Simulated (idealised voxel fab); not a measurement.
Title: Process Module voxel quadruple lines
The width of the displayed cross-section, cut, is 215 nm; its cells are square, with a size of 5 nm.
In what follows, cross-sections appear as grids of square cells, described through bands that run from the top down, where every band is one or more rows of cells.
Band entry format. Leading values: height of top, height of bottom, nm. Remainder: materials in left-to-right order, each with its width in nm. Special words: "full width" on a single material, which then fills the band edge to edge; "air", empty space.
A quick word on heights: they are counted from 0, and under that level the wafer as it came to us is one material throughout. The lowest band is different from the rest in having no bottom; it simply continues downward, written as in "0 nm and below".
Top row gets the first number, bottom row gets the second, and each row in between changes by the same step: that is how a band width like "30 to 40" works.
"all unchanged" after a step means that no cell of the cross-section changed.
Heads up: "Cavities, closed" only lists the empty pockets with no open path to the top that are 8 cells or more, and it writes them as width x height at distance, distance from the left edge, in nm.
The remark found on a step's line after its settings is issued by the simulator itself and pertains to that step.
On any step carrying a mask, the "overlay nm" setting, if present on the step's line, tells how far right of its planned place the mask lay; negative values point to the left.

**This section lists the process steps that were planned**
1. RECEIVE,material Si
2. CONFORMAL_DEP,material SiO2,thk nm 10
3. DIRECTIONAL_DEP,material Ru,thk nm 15
4. DIRECTIONAL_DEP,material polySi,thk nm 20
5. DIRECTIONAL_DEP,material aC,thk nm 25
6. PATTERN,tone cover,mask id MANDREL,material resist,width nm 20,pitch nm 60,thk nm 35,overlay nm 0
7. DIRECTIONAL_ETCH,etch materials aC,depth nm 25
8. STRIP,etch materials resist
9. CONFORMAL_DEP,material SiO2,thk nm 10
10. DIRECTIONAL_ETCH,etch materials SiO2,depth nm 10
11. STRIP,etch materials aC
12. DIRECTIONAL_ETCH,etch materials polySi,depth nm 20
13. STRIP,etch materials SiO2
14. CONFORMAL_DEP,material SiN,thk nm 5
15. DIRECTIONAL_ETCH,etch materials SiN,depth nm 5
16. STRIP,etch materials polySi
17. DIRECTIONAL_ETCH,etch materials Ru,depth nm 15
18. STRIP,etch materials SiN

**As-received state of the wafer in cross-section, equivalent to post-step 1**
	0 nm and below = Si full width
	Cavities, closed: none

**Sectioned view, first of two wafers, at the close of the module, processed as intended in the plan**
	25 nm to 10 nm = air: 50  Ru: 5  air: 10  Ru: 5  air: 10  Ru: 5  air: 10  Ru: 5  air: 10  Ru: 5  air: 10  Ru: 5  air: 10  Ru: 5  air: 10  Ru: 5  air: 55
	10 nm to 0 nm = SiO2 full width
	0 nm and below = Si full width
	Cavities, closed: none

**Now the second wafer, cross-sectioned at the end of the module. Nothing different at the start, nothing different in the plan compared with the first, just one mistake when it was actually run**
	25 nm to 10 nm = air: 55  Ru: 5  air: 5  Ru: 5  air: 10  Ru: 5  air: 5  Ru: 5  air: 20  Ru: 5  air: 5  Ru: 5  air: 10  Ru: 5  air: 5  Ru: 5  air: 60
	10 nm to 0 nm = SiO2 full width
	0 nm and below = Si full width
	Cavities, closed: none
The plan and the run diverged here: rather than as planned, step 9 actually ran as CONFORMAL_DEP,material SiO2,thk nm 5
End check, second vs first wafer: material counts in cells match, positions do not.
